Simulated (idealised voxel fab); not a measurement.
The following is a process module called voxel released beams.
Xsec cut, 200 nm wide, square cell size 5 nm.
A cross-section is a grid of square cells, given in bands from the top down. A band is one or more rows of cells.
Heights first: top, then bottom, in nm. Then materials, left to right, each with a width in nm. "throughout" on a single material: fills the band edge to edge. "blank": empty space.
Ref level 0: as-received wafer is one material below here. Bottom band extends down with no lower bound ("from 0 down").
Read "30..40" as a graded width: first number on top, second number at the bottom, same change between each pair of neighbouring rows.
Key: "identical to before" - step with no changed cell in the cross-section.
Empty spaces without an open route to the top, at least 8 cells in extent, make up the entry "Trapped voids"; each is given as width x height at distance, where the distance is measured from the left edge, and all are in nm.
Note: text after step settings on the step line = simulator remark on that step.
overlay nm: step with mask; distance mask lay right of planned place; negative value = left of planned place.

These are the steps we planned for the process:
1: RECEIVE (material Si)
2: CONFORMAL_DEP (material SiN; thk nm 5)
3: DIRECTIONAL_DEP (material SiO2; thk nm 20)
4: PATTERN (tone open; mask id ANCHOR; material resist; width nm 35; thk nm 15; overlay nm 0)
5: DIRECTIONAL_ETCH (etch materials SiO2; depth nm 20)
6: STRIP (etch materials resist)
7: CONFORMAL_DEP (material polySi; thk nm 15)
8: DIRECTIONAL_DEP (material aC; thk nm 15)
9: PATTERN (tone cover; mask id BEAM; material resist; width nm 110; thk nm 30; overlay nm 0)
10: DIRECTIONAL_ETCH (etch materials aC; depth nm 15)
11: STRIP (etch materials resist)
12: DIRECTIONAL_ETCH (etch materials polySi; depth nm 15)
13: STRIP (etch materials aC)
14: STRIP (etch materials SiO2)

First of two wafers: run as planned:

Cross-section, incoming material, after step 1:
	from 0 down: Si throughout
	Trapped voids: none

The wafer, seen in cross-section, after step 2:
	from 5 to 0: SiN throughout
	No changes below 0.

The wafer, seen in cross-section, after step 3:
	from 25 to 5: SiO2 throughout
	No changes below 5.

The wafer, seen in cross-section, after step 4:
	from 40 to 25: resist 45 nm | blank 35 nm | resist 120 nm
	No changes below 25.

The wafer, seen in cross-section, after step 5:
	from 40 to 25: resist 45 nm | blank 35 nm | resist 120 nm
	from 25 to 5: SiO2 45 nm | blank 35 nm | SiO2 120 nm
	No changes below 5.

The wafer, seen in cross-section, after step 6:
	from 25 to 5: SiO2 45 nm | blank 35 nm | SiO2 120 nm
	No changes below 5.

The wafer, seen in cross-section, after step 7:
	from 40 to 25: polySi 60 nm | blank 5 nm | polySi 135 nm
	from 25 to 20: SiO2 45 nm | polySi 15 nm | blank 5 nm | polySi 15 nm | SiO2 120 nm
	from 20 to 5: SiO2 45 nm | polySi 35 nm | SiO2 120 nm
	No changes below 5.

The wafer, seen in cross-section, after step 8:
	from 55 to 40: aC 60 nm | blank 5 nm | aC 135 nm
	from 40 to 35: polySi 60 nm | blank 5 nm | polySi 135 nm
	from 35 to 25: polySi 60 nm | aC 5 nm | polySi 135 nm
	from 25 to 20: SiO2 45 nm | polySi 15 nm | aC 5 nm | polySi 15 nm | SiO2 120 nm
	No changes below 20.

The wafer, seen in cross-section, after step 9:
	from 85 to 55: blank 40 nm | resist 110 nm | blank 50 nm
	from 55 to 40: aC 60 nm | resist 5 nm | aC 135 nm
	from 40 to 35: polySi 60 nm | resist 5 nm | polySi 135 nm
	No changes below 35.

The wafer, seen in cross-section, after step 10:
	from 70 to 55: blank 40 nm | resist 110 nm | blank 50 nm
	from 55 to 40: blank 40 nm | aC 20 nm | resist 5 nm | aC 85 nm | blank 50 nm
	No changes below 40.

The wafer, seen in cross-section, after step 11:
	from 55 to 40: blank 40 nm | aC 20 nm | blank 5 nm | aC 85 nm | blank 50 nm
	from 40 to 35: polySi 60 nm | blank 5 nm | polySi 135 nm
	No changes below 35.

The wafer, seen in cross-section, after step 12:
	from 55 to 40: blank 40 nm | aC 20 nm | blank 5 nm | aC 85 nm | blank 50 nm
	from 40 to 35: blank 40 nm | polySi 20 nm | blank 5 nm | polySi 85 nm | blank 50 nm
	from 35 to 25: blank 40 nm | polySi 20 nm | aC 5 nm | polySi 85 nm | blank 50 nm
	No changes below 25.

The wafer, seen in cross-section, after step 13:
	from 40 to 25: blank 40 nm | polySi 20 nm | blank 5 nm | polySi 85 nm | blank 50 nm
	from 25 to 20: SiO2 45 nm | polySi 15 nm | blank 5 nm | polySi 15 nm | SiO2 120 nm
	No changes below 20.

The wafer, seen in cross-section, after step 14:
	from 40 to 25: blank 40 nm | polySi 20 nm | blank 5 nm | polySi 85 nm | blank 50 nm
	from 25 to 20: blank 45 nm | polySi 15 nm | blank 5 nm | polySi 15 nm | blank 120 nm
	from 20 to 5: blank 45 nm | polySi 35 nm | blank 120 nm
	No changes below 5.

What follows concerns the second wafer, which started out like the first and was meant to follow the very same plan; one mistake crept in when it was run, but everything up to and including step 1 is the same as for the first wafer:

Second wafer: cross-section at the scheduled end of step 2: identical to before

Second wafer: cross-section at the scheduled end of step 3:
	from 20 to 0: SiO2 throughout
	No changes below 0.

Second wafer: cross-section at the scheduled end of step 4:
	from 35 to 20: resist 45 nm | blank 35 nm | resist 120 nm
	No changes below 20.

Second wafer: cross-section at the scheduled end of step 5:
	from 35 to 20: resist 45 nm | blank 35 nm | resist 120 nm
	from 20 to 0: SiO2 45 nm | blank 35 nm | SiO2 120 nm
	No changes below 0.

Second wafer: cross-section at the scheduled end of step 6:
	from 20 to 0: SiO2 45 nm | blank 35 nm | SiO2 120 nm
	No changes below 0.

Second wafer: cross-section at the scheduled end of step 7:
	from 35 to 20: polySi 60 nm | blank 5 nm | polySi 135 nm
	from 20 to 15: SiO2 45 nm | polySi 15 nm | blank 5 nm | polySi 15 nm | SiO2 120 nm
	from 15 to 0: SiO2 45 nm | polySi 35 nm | SiO2 120 nm
	No changes below 0.

Second wafer: cross-section at the scheduled end of step 8:
	from 50 to 35: aC 60 nm | blank 5 nm | aC 135 nm
	from 35 to 30: polySi 60 nm | blank 5 nm | polySi 135 nm
	from 30 to 20: polySi 60 nm | aC 5 nm | polySi 135 nm
	from 20 to 15: SiO2 45 nm | polySi 15 nm | aC 5 nm | polySi 15 nm | SiO2 120 nm
	No changes below 15.

Second wafer: cross-section at the scheduled end of step 9:
	from 80 to 50: blank 40 nm | resist 110 nm | blank 50 nm
	from 50 to 35: aC 60 nm | resist 5 nm | aC 135 nm
	from 35 to 30: polySi 60 nm | resist 5 nm | polySi 135 nm
	No changes below 30.

Second wafer: cross-section at the scheduled end of step 10:
	from 65 to 50: blank 40 nm | resist 110 nm | blank 50 nm
	from 50 to 35: blank 40 nm | aC 20 nm | resist 5 nm | aC 85 nm | blank 50 nm
	No changes below 35.

Second wafer: cross-section at the scheduled end of step 11:
	from 50 to 35: blank 40 nm | aC 20 nm | blank 5 nm | aC 85 nm | blank 50 nm
	from 35 to 30: polySi 60 nm | blank 5 nm | polySi 135 nm
	No changes below 30.

Second wafer: cross-section at the scheduled end of step 12:
	from 50 to 35: blank 40 nm | aC 20 nm | blank 5 nm | aC 85 nm | blank 50 nm
	from 35 to 30: blank 40 nm | polySi 20 nm | blank 5 nm | polySi 85 nm | blank 50 nm
	from 30 to 20: blank 40 nm | polySi 20 nm | aC 5 nm | polySi 85 nm | blank 50 nm
	No changes below 20.

Second wafer: cross-section at the scheduled end of step 13:
	from 35 to 20: blank 40 nm | polySi 20 nm | blank 5 nm | polySi 85 nm | blank 50 nm
	from 20 to 15: SiO2 45 nm | polySi 15 nm | blank 5 nm | polySi 15 nm | SiO2 120 nm
	No changes below 15.

Second wafer: cross-section at the scheduled end of step 14:
	from 35 to 20: blank 40 nm | polySi 20 nm | blank 5 nm | polySi 85 nm | blank 50 nm
	from 20 to 15: blank 45 nm | polySi 15 nm | blank 5 nm | polySi 15 nm | blank 120 nm
	from 15 to 0: blank 45 nm | polySi 35 nm | blank 120 nm
	No changes below 0.
what went wrong: skipped: plan step 2 (never run)
It is noted that, at the conclusion of processing, the second wafer exhibits a higher or lower cell count for certain materials relative to the first: -40 SiN
